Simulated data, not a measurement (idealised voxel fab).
The process module presented herein is designated voxel double patterning.
cross-section cut | 160 nm wide | cells 5 nm
A cross-section is written here as square cells arranged in a grid, and it is given in bands from the top down, each band taking up one or more rows of cells.
Heads up on the band format: heights come first, top then bottom, in nm. After that it's the materials left to right, each with its width in nm. A single material flagged "all across" fills the whole band edge to edge, and "blank" means there's empty space there.
Convention: height 0 is the level below which the wafer, as received, is all one material. The lowest band does not terminate at the bottom but continues downward, represented as "0 nm and below".
A two-number width, for instance "30->40", indicates that the width is equal to the first number in the top row of the band and to the second number in the bottom row, and that it changes by a constant amount per row of cells.
"no change occurred" for a step: no cell of the cross-section changed in that step.
So "Closed void catalog" is basically the list of trapped voids: any empty space of 8 cells or more that can't reach the top through an opening. They're written width x height at distance, the distance being from the left edge, and it's all nm.
Anything after a step's settings on that line? It's the simulator's own note about the step.
overlay nm: mask right of planned place by this much (step with mask). Neg. = left.

Steps in the process plan:
1) RECEIVE: material Si
2) CONFORMAL_DEP: material SiO2, thk nm 5
3) DIRECTIONAL_DEP: material TiN, thk nm 10
4) DIRECTIONAL_DEP: material SiCN, thk nm 5
5) PATTERN: tone open, mask id FIRST, material resist, width nm 15, pitch nm 50, thk nm 20, overlay nm 0
6) DIRECTIONAL_ETCH: etch materials SiCN, depth nm 5
7) STRIP: etch materials resist
8) PATTERN: tone open, mask id SECOND, material resist, width nm 15, thk nm 20, overlay nm 0
9) DIRECTIONAL_ETCH: etch materials SiCN, depth nm 5
10) STRIP: etch materials resist
11) DIRECTIONAL_ETCH: etch materials TiN, depth nm 10
12) STRIP: etch materials SiCN

This is the cross-section of the wafer as we received it, i.e. after step 1:
0 nm and below  Si all across
Closed void catalog: none

Module complete - cross-section of the first of two wafers, run according to plan:
15 nm to 5 nm  45 TiN | 15 blank | 10 TiN | 15 blank | 10 TiN | 15 blank | 50 TiN
5 nm to 0 nm  SiO2 all across
0 nm and below  Si all across
Closed void catalog: none

Second wafer of the two, sectioned at the end of the module. It began like the first and followed the same plan, but one mistake was made while running it:
15 nm to 5 nm  45 TiN | 15 blank | 15 TiN | 15 blank | 5 TiN | 15 blank | 50 TiN
5 nm to 0 nm  SiO2 all across
0 nm and below  Si all across
Closed void catalog: none
Short version of what went wrong: not per plan at step 8, really ran PATTERN: tone open, mask id SECOND, material resist, width nm 15, thk nm 20, overlay nm 5
Upon completion, the cell count for each material on the second wafer equals that on the first, whereas the spatial distribution of those cells differs.
